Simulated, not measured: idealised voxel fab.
The process module presented herein is designated voxel plated lines.
Cross-sectional view cut (width: 270 nm; square cell size: 5 nm).
Throughout this document, each cross-section is represented as a grid of square cells and is presented as a sequence of bands enumerated from the top downward, where a band comprises one or more rows of cells. Band entry format. Leading values: height of top, height of bottom, nm. Remainder: materials in left-to-right order, each with its width in nm. Special words: "throughout" on a single material, which then fills the band edge to edge; "air", empty space. Heights are measured from 0, the level below which the as-received wafer is all one material; the lowest band has no bottom and continues downward, written as in "0 and below". Think of "30..40" as a width that walks from the first number to the second as you go down the band, top row to bottom row, taking equal-sized steps from row to row. Step note "same as before" = no cross-section cell changed. "Sealed void listing" enumerates empty spaces isolated from the top, with no open way to it, that contain at least 8 cells, giving each as width x height at distance from the left edge, all three in nm. Anything after a step's settings on that line? It's the simulator's own note about the step. overlay nm: right-of-plan distance of the mask on a masked step; negative values mean left-of-plan.

HERE'S WHAT THE PLANNED PROCESS STEPS LOOK LIKE
step 1: RECEIVE [material Si]
step 2: CONFORMAL_DEP [material SiN] [thk nm 5]
step 3: DIRECTIONAL_DEP [material TiN] [thk nm 5]
step 4: PATTERN [tone open] [mask id LINES] [material resist] [width nm 20] [pitch nm 40] [thk nm 20] [overlay nm 0]
step 5: EPI [material Ru] [thk nm 5]
step 6: STRIP [etch materials resist]
step 7: DIRECTIONAL_ETCH [etch materials TiN] [depth nm 5]
step 8: CONFORMAL_DEP [material SiCN] [thk nm 5]

AS RECEIVED, AFTER STEP 1
- 0 and below: Si throughout
- Sealed void listing: none

FINAL WAFER PROFILE IN CROSS-SECTION AFTER THE MODULE, FROM THE SAME START AND PLAN AS ABOVE, WITH ONE MISTAKE MADE DURING PROCESSING
- 15 down to 10: air: 100 | SiCN: 30 | air: 10 | SiCN: 30 | air: 100
- 10 down to 5: air: 100 | SiCN: 5 | Ru: 20 | SiCN: 5 | air: 10 | SiCN: 5 | Ru: 20 | SiCN: 5 | air: 100
- 5 down to 0: SiCN: 105 | TiN: 20 | SiCN: 20 | TiN: 20 | SiCN: 105
- 0 and below: Si throughout
- Sealed void listing: none
Here's what went sideways: no execution of plan step 2; skipped
